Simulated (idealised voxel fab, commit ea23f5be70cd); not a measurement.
The following is a process module called voxel ribs on slabs.
This is section cut - it's 285 nm across, gridded in 5 nm square cells.
A cross-section is written here as square cells arranged in a grid, and it is given in bands from the top down, each band taking up one or more rows of cells. Band entry format. Leading values: height of top, height of bottom, nm. Remainder: materials in left-to-right order, each with its width in nm. Special words: "edge to edge" on a single material, which then fills the band edge to edge; "blank", empty space. Height 0 is the level under which the wafer as received is all one material. The lowest band goes on downwards, as in "z 0 and below". When a width is written as two numbers, as in "30 to 40", the first number is the width in the top row of cells of the band and the second is the width in its bottom row, and the width changes by the same amount from each row to the next. A step reported as "no modifications" is a step in which no cell of the cross-section changed. "Voids lacking openings" means: voids of 8 cells or more that are shut off from the top with no open way through. Written width x height at distance, distance from the left edge, in nm. Text after the settings on a step's line: the simulator's own remark on that step. overlay nm: where the mask lay relative to plan, measured to the right, on steps with a mask; negatives go left.

List of planned process steps:
| 1 | RECEIVE,material Si |
| 2 | DIRECTIONAL_DEP,material SiO2,thk nm 20 |
| 3 | DIRECTIONAL_DEP,material polySi,thk nm 25 |
| 4 | DIRECTIONAL_DEP,material aC,thk nm 15 |
| 5 | PATTERN,tone cover,mask id RIB,material resist,width nm 20,thk nm 35,overlay nm 0 |
| 6 | DIRECTIONAL_ETCH,etch materials aC,depth nm 15 |
| 7 | STRIP,etch materials resist |
| 8 | DIRECTIONAL_ETCH,etch materials polySi,depth nm 20 |
| 9 | STRIP,etch materials aC |
| 10 | MASKED_ETCH,tone cover,mask id SLAB,width nm 60,etch materials polySi,depth nm 5,overlay nm 0 |
| 11 | FILL_DEP,material SiO2,thk nm 25 |
| 12 | CMP,height nm 60 |
| 13 | DIRECTIONAL_DEP,material W,thk nm 10 |
| 14 | DIRECTIONAL_DEP,material aC,thk nm 15 |
| 15 | PATTERN,tone cover,mask id HEATER,material resist,width nm 30,thk nm 35,overlay nm 0 |
| 16 | DIRECTIONAL_ETCH,etch materials aC,depth nm 15 |
| 17 | STRIP,etch materials resist |
| 18 | DIRECTIONAL_ETCH,etch materials W,depth nm 10 |
| 19 | STRIP,etch materials aC |
| 20 | CONFORMAL_DEP,material SiO2,thk nm 10 |

As received (post step 1): cross-section:
  z 0 and below | Si edge to edge
  Voids lacking openings: none

first wafer at the end, as planned:
  z 80 to 70 | blank (115) / SiO2 (50) / blank (120)
  z 70 to 60 | SiO2 (125) / W (30) / SiO2 (130)
  z 60 to 45 | SiO2 edge to edge
  z 45 to 25 | SiO2 (130) / polySi (20) / SiO2 (135)
  z 25 to 20 | SiO2 (110) / polySi (60) / SiO2 (115)
  z 20 to 0 | SiO2 edge to edge
  z 0 and below | Si edge to edge
  Voids lacking openings: none

Same start, same plan as the first wafer - but one mistake in the run. Cross-section of the second of the two at the end of the module:
  z 80 to 70 | blank (115) / SiO2 (50) / blank (120)
  z 70 to 60 | SiO2 (125) / W (30) / SiO2 (130)
  z 60 to 50 | SiO2 edge to edge
  z 50 to 30 | SiO2 (130) / polySi (20) / SiO2 (135)
  z 30 to 25 | SiO2 (110) / polySi (60) / SiO2 (115)
  z 25 to 0 | SiO2 edge to edge
  z 0 and below | Si edge to edge
  Voids lacking openings: none
Against the plan, the run slipped here: step 2 deviated from plan and actually ran as DIRECTIONAL_DEP,material SiO2,thk nm 25
at the end the second wafer has, in cells: as many of each material as the first, in other places
